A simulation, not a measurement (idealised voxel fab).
voxel transistor to metal: a process module
Cross-sectional view cut (width: 155 nm; square cell size: 5 nm).
Think of the cross-section as a grid of square cells. We describe it in bands, top to bottom, and each band covers one or more rows of those cells. Quick guide to a band line: top height, bottom height (nm) up front; then every material left to right with its width in nm. Only one material and it's marked "everywhere"? Then it fills the band edge to edge. And "blank" just means empty space. It should be noted that heights are counted from 0, beneath which the wafer as supplied is of one material throughout, and that the lowest band possesses no lower boundary but continues downward, as written in "z 0 and below". Read "30..40" as a graded width: first number on top, second number at the bottom, same change between each pair of neighbouring rows. When a step is marked "changes: none", none of the cells in the cross-section changed during that step. Entry "Unvented cavities". Content: empty spaces with no open connection to the top, size 8 cells or greater. Each: width x height at distance. Distance: from left edge. Unit: nm. On each step's line, the part that comes after the settings is the simulator's own comment on the step. overlay nm: how far to the right of its planned place the mask lay on this masked step (negative: to the left).

Steps planned for the process:
1 RECEIVE, material Si
2 CONFORMAL_DEP, material SiO2, thk nm 5
3 CONFORMAL_DEP, material SiN, thk nm 15
4 MASKED_ETCH, tone cover, mask id ACTIVE, width nm 95, etch materials SiN, depth nm 15, overlay nm 0
5 MASKED_ETCH, tone cover, mask id ACTIVE, width nm 95, etch materials SiO2, depth nm 5, overlay nm 0
6 MASKED_ETCH, tone cover, mask id ACTIVE, width nm 95, etch materials Si, depth nm 25, overlay nm 0
7 FILL_DEP, material SiO2, thk nm 5
8 CMP, height nm 20
9 SELECTIVE_ETCH, etch materials SiO2, depth nm 15
10 STRIP, etch materials SiN
11 SELECTIVE_ETCH, etch materials SiO2, depth nm 5
12 OXIDIZE, depth nm 5
13 DIRECTIONAL_DEP, material polySi, thk nm 20
14 DIRECTIONAL_DEP, material SiCN, thk nm 10
15 DIRECTIONAL_DEP, material aC, thk nm 10
16 PATTERN, tone cover, mask id GATE, material resist, width nm 25, thk nm 25, overlay nm 0
17 DIRECTIONAL_ETCH, etch materials aC, depth nm 10
18 STRIP, etch materials resist
19 DIRECTIONAL_ETCH, etch materials SiCN, depth nm 20
20 DIRECTIONAL_ETCH, etch materials polySi, depth nm 30
21 STRIP, etch materials aC
22 CONFORMAL_DEP, material SiO2, thk nm 5
23 DIRECTIONAL_ETCH, etch materials SiO2, depth nm 5
24 CONFORMAL_DEP, material SiN, thk nm 5
25 DIRECTIONAL_ETCH, etch materials SiN, depth nm 5
26 DIRECTIONAL_ETCH, etch materials SiO2, depth nm 5
27 EPI, material pSi, thk nm 5
28 FILL_DEP, material SiO2, thk nm 10
29 CMP, height nm 20
30 STRIP, etch materials polySi
31 SELECTIVE_ETCH, etch materials SiO2, depth nm 5
32 CONFORMAL_DEP, material HfO2, thk nm 5
33 CONFORMAL_DEP, material TiN, thk nm 5
34 FILL_DEP, material W, thk nm 5
35 CMP, height nm 15
36 DIRECTIONAL_DEP, material SiO2, thk nm 15
37 MASKED_ETCH, tone open, mask id CONTACT, width nm 15, pitch nm 70, etch materials SiO2, depth nm 30, overlay nm 0
38 CONFORMAL_DEP, material TiN, thk nm 5
39 FILL_DEP, material Ru, thk nm 5
40 CMP, height nm 30
41 DIRECTIONAL_DEP, material TiN, thk nm 5
42 DIRECTIONAL_DEP, material W, thk nm 15
43 PATTERN, tone cover, mask id METAL_1, material resist, width nm 15, pitch nm 70, thk nm 15, overlay nm 0
44 DIRECTIONAL_ETCH, etch materials W, depth nm 15
45 DIRECTIONAL_ETCH, etch materials TiN, depth nm 5
46 STRIP, etch materials resist
47 CONFORMAL_DEP, material SiCN, thk nm 5
48 FILL_DEP, material SiO2, thk nm 5
49 CMP, height nm 50
50 CONFORMAL_DEP, material SiCN, thk nm 5
51 DIRECTIONAL_DEP, material SiO2, thk nm 35
52 PATTERN, tone open, mask id METAL_2, material resist, width nm 15, pitch nm 70, thk nm 20, overlay nm 0
53 DIRECTIONAL_ETCH, etch materials SiO2, depth nm 20
54 STRIP, etch materials resist
55 PATTERN, tone open, mask id METAL_2_HOLES, material resist, width nm 15, pitch nm 70, thk nm 15, overlay nm 0
56 DIRECTIONAL_ETCH, etch materials SiO2, depth nm 15
57 DIRECTIONAL_ETCH, etch materials SiCN, depth nm 5
58 STRIP, etch materials resist
59 CONFORMAL_DEP, material TiN, thk nm 5
60 FILL_DEP, material Ru, thk nm 5
61 CMP, height nm 90
62 CONFORMAL_DEP, material SiCN, thk nm 5

So this is the incoming wafer in cross-section - it's already been through step 1:
z 0 and below = Si everywhere
Unvented cavities: none

Wafer cross-section at end of module: start and plan as shown above, one execution error:
z 95 to 90 = SiCN everywhere
z 90 to 55 = 35 nm SiO2  5 nm TiN  5 nm Ru  5 nm TiN  55 nm SiO2  5 nm TiN  5 nm Ru  5 nm TiN  35 nm SiO2
z 55 to 50 = 35 nm SiCN  15 nm TiN  55 nm SiCN  15 nm TiN  35 nm SiCN
z 50 to 35 = 30 nm SiO2  5 nm SiCN  15 nm W  5 nm SiCN  45 nm SiO2  5 nm SiCN  15 nm W  5 nm SiCN  30 nm SiO2
z 35 to 30 = 35 nm SiCN  15 nm TiN  55 nm SiCN  15 nm TiN  35 nm SiCN
z 30 to 15 = 35 nm SiO2  5 nm TiN  5 nm polySi  5 nm TiN  55 nm SiO2  5 nm TiN  5 nm polySi  5 nm TiN  35 nm SiO2
z 15 to 5 = 35 nm SiO2  5 nm TiN  5 nm polySi  5 nm TiN  5 nm SiO2  5 nm SiN  5 nm HfO2  5 nm TiN  15 nm W  5 nm TiN  5 nm HfO2  5 nm SiN  5 nm SiO2  5 nm TiN  5 nm polySi  5 nm TiN  35 nm SiO2
z 5 to 0 = 35 nm SiO2  15 nm TiN  5 nm SiO2  5 nm SiN  5 nm HfO2  25 nm TiN  5 nm HfO2  5 nm SiN  5 nm SiO2  15 nm TiN  35 nm SiO2
z 0 to -5 = 25 nm SiO2  30 nm pSi  5 nm SiO2  35 nm HfO2  5 nm SiO2  30 nm pSi  25 nm SiO2
z -5 to -25 = 30 nm SiO2  95 nm Si  30 nm SiO2
z -25 and below = Si everywhere
Unvented cavities: none
What went wrong in running the wafer? off-plan run, step 39, actual operation and settings FILL_DEP, material polySi, thk nm 5
